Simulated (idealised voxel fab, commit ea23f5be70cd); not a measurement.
The following process module bears the name voxel transistor to metal.
Shown is cross-section cut, with a width of 205 nm and square cells of size 5 nm.
Reading order for cross-sections: top band down to bottom band. Underlying form: a grid of square cells. Band size: one or more rows of cells.
The entry gives the band's vertical extent as a top height and a bottom height in nm, then its horizontal make-up as materials from left to right, each with a width in nm. "air" stands for empty space; a single material marked "everywhere" fills the band edge to edge.
Zero point of the height axis is 0; under it, received wafer = one material. Lowest band: continues down indefinitely, "0 nm and below".
A two-number width, for instance "30->40", indicates that the width is equal to the first number in the top row of the band and to the second number in the bottom row, and that it changes by a constant amount per row of cells.
Take "same as before" at face value: in the step it is given for, the cross-section changed in none of its cells.
Empty spaces counting at least 8 cells and having no open way to the top are listed in "Internal closed voids". The notation width x height at distance is used for each, the distance being from the left edge and all three values in nm.
On a step's line, text after the settings is the simulator commenting on that step.
When a step includes a mask, the "overlay nm" setting on its line states how far to the right of its planned place that mask lay, and negative values state how far to the left.
Planned process steps
1 RECEIVE: material Si
2 CONFORMAL_DEP: material SiO2, thk nm 5
3 CONFORMAL_DEP: material SiN, thk nm 15
4 DIRECTIONAL_DEP: material aC, thk nm 15
5 PATTERN: tone cover, mask id ACTIVE, material resist, width nm 105, thk nm 30, overlay nm 0
6 DIRECTIONAL_ETCH: etch materials aC, depth nm 15
7 STRIP: etch materials resist
8 DIRECTIONAL_ETCH: etch materials SiN, depth nm 15
9 DIRECTIONAL_ETCH: etch materials SiO2, depth nm 5
10 DIRECTIONAL_ETCH: etch materials Si, depth nm 35
11 STRIP: etch materials aC
12 FILL_DEP: material SiO2, thk nm 15
13 CMP: height nm 20
14 SELECTIVE_ETCH: etch materials SiO2, depth nm 15
15 STRIP: etch materials SiN
16 SELECTIVE_ETCH: etch materials SiO2, depth nm 5
17 OXIDIZE: depth nm 5
18 DIRECTIONAL_DEP: material polySi, thk nm 20
19 DIRECTIONAL_DEP: material SiCN, thk nm 10
20 MASKED_ETCH: tone cover, mask id GATE, width nm 25, etch materials SiCN, depth nm 20, overlay nm 0
21 MASKED_ETCH: tone cover, mask id GATE, width nm 25, etch materials polySi, depth nm 30, overlay nm 0
22 CONFORMAL_DEP: material SiO2, thk nm 5
23 DIRECTIONAL_ETCH: etch materials SiO2, depth nm 5
24 CONFORMAL_DEP: material SiN, thk nm 10
25 DIRECTIONAL_ETCH: etch materials SiN, depth nm 10
26 DIRECTIONAL_ETCH: etch materials SiO2, depth nm 5
27 DIRECTIONAL_ETCH: etch materials Si, depth nm 15
28 EPI: material nSi, thk nm 15
29 FILL_DEP: material SiO2, thk nm 5
30 CMP: height nm 30
31 DIRECTIONAL_DEP: material SiO2, thk nm 15
32 PATTERN: tone open, mask id CONTACT, material resist, width nm 25, pitch nm 60, thk nm 20, overlay nm 0
33 DIRECTIONAL_ETCH: etch materials SiO2, depth nm 35
34 STRIP: etch materials resist
35 CONFORMAL_DEP: material TiN, thk nm 5
36 FILL_DEP: material Ru, thk nm 5
37 CMP: height nm 45
38 DIRECTIONAL_DEP: material TiN, thk nm 5
39 DIRECTIONAL_DEP: material Ru, thk nm 20
40 PATTERN: tone cover, mask id METAL_1, material resist, width nm 15, pitch nm 70, thk nm 20, overlay nm 0
41 DIRECTIONAL_ETCH: etch materials Ru, depth nm 20
42 DIRECTIONAL_ETCH: etch materials TiN, depth nm 5
43 STRIP: etch materials resist
44 CONFORMAL_DEP: material SiN, thk nm 5
45 FILL_DEP: material SiO2, thk nm 5
46 CMP: height nm 70
47 CONFORMAL_DEP: material SiN, thk nm 5
The cross-section here shows the wafer as received, i.e. in its state after step 1
> 0 nm and below = Si everywhere
> Internal closed voids: none
Cross-section taken at module completion on the first of two wafers; processed per the plan
> 75 nm to 70 nm = SiN everywhere
> 70 nm to 50 nm = SiO2=55 | SiN=5 | Ru=15 | SiN=5 | SiO2=45 | SiN=5 | Ru=15 | SiN=5 | SiO2=55
> 50 nm to 45 nm = SiN=60 | TiN=15 | SiN=55 | TiN=15 | SiN=60
> 45 nm to 35 nm = SiO2=60 | TiN=5 | Ru=15 | TiN=5 | SiO2=35 | TiN=5 | Ru=15 | TiN=5 | SiO2=60
> 35 nm to 30 nm = SiO2=60 | TiN=5 | Ru=5 | TiN=15 | SiO2=35 | TiN=15 | Ru=5 | TiN=5 | SiO2=60
> 30 nm to 20 nm = SiO2=60 | TiN=5 | Ru=5 | TiN=5 | SiN=10 | SiO2=5 | SiCN=25 | SiO2=5 | SiN=10 | TiN=5 | Ru=5 | TiN=5 | SiO2=60
> 20 nm to 15 nm = SiO2=60 | TiN=5 | Ru=5 | TiN=5 | SiN=10 | SiO2=5 | polySi=25 | SiO2=5 | SiN=10 | TiN=5 | Ru=5 | TiN=5 | SiO2=60
> 15 nm to 10 nm = SiO2=60 | TiN=15 | SiN=10 | SiO2=5 | polySi=25 | SiO2=5 | SiN=10 | TiN=15 | SiO2=60
> 10 nm to 0 nm = SiO2=60 | nSi=15 | SiN=10 | SiO2=5 | polySi=25 | SiO2=5 | SiN=10 | nSi=15 | SiO2=60
> 0 nm to -5 nm = SiO2=60 | nSi=15 | SiO2=55 | nSi=15 | SiO2=60
> -5 nm to -20 nm = SiO2=50 | nSi=25 | Si=55 | nSi=25 | SiO2=50
> -20 nm to -35 nm = SiO2=50 | Si=105 | SiO2=50
> -35 nm and below = Si everywhere
> Internal closed voids: none
End of module, second wafer, cross-section. Started like the first, planned like the first, run with one mistake
> 75 nm to 70 nm = SiN everywhere
> 70 nm to 50 nm = SiO2=55 | SiN=5 | Ru=15 | SiN=5 | SiO2=45 | SiN=5 | Ru=15 | SiN=5 | SiO2=55
> 50 nm to 45 nm = SiN=60 | TiN=15 | SiN=55 | TiN=15 | SiN=60
> 45 nm to 35 nm = SiO2=60 | TiN=5 | SiO2=15 | TiN=5 | SiO2=35 | TiN=5 | SiO2=15 | TiN=5 | SiO2=60
> 35 nm to 30 nm = SiO2=60 | TiN=5 | SiO2=5 | TiN=15 | SiO2=35 | TiN=15 | SiO2=5 | TiN=5 | SiO2=60
> 30 nm to 20 nm = SiO2=60 | TiN=5 | SiO2=5 | TiN=5 | SiN=10 | SiO2=5 | SiCN=25 | SiO2=5 | SiN=10 | TiN=5 | SiO2=5 | TiN=5 | SiO2=60
> 20 nm to 15 nm = SiO2=60 | TiN=5 | SiO2=5 | TiN=5 | SiN=10 | SiO2=5 | polySi=25 | SiO2=5 | SiN=10 | TiN=5 | SiO2=5 | TiN=5 | SiO2=60
> 15 nm to 10 nm = SiO2=60 | TiN=15 | SiN=10 | SiO2=5 | polySi=25 | SiO2=5 | SiN=10 | TiN=15 | SiO2=60
> 10 nm to 0 nm = SiO2=60 | nSi=15 | SiN=10 | SiO2=5 | polySi=25 | SiO2=5 | SiN=10 | nSi=15 | SiO2=60
> 0 nm to -5 nm = SiO2=60 | nSi=15 | SiO2=55 | nSi=15 | SiO2=60
> -5 nm to -20 nm = SiO2=50 | nSi=25 | Si=55 | nSi=25 | SiO2=50
> -20 nm to -35 nm = SiO2=50 | Si=105 | SiO2=50
> -35 nm and below = Si everywhere
> Internal closed voids: none
Deviation from plan: step 36 went in with a setting other than planned; the actual run was FILL_DEP: material SiO2, thk nm 5
The final cell counts differ between the wafers, with the second having more or fewer of some materials than the first: Ru -20, SiO2 +20
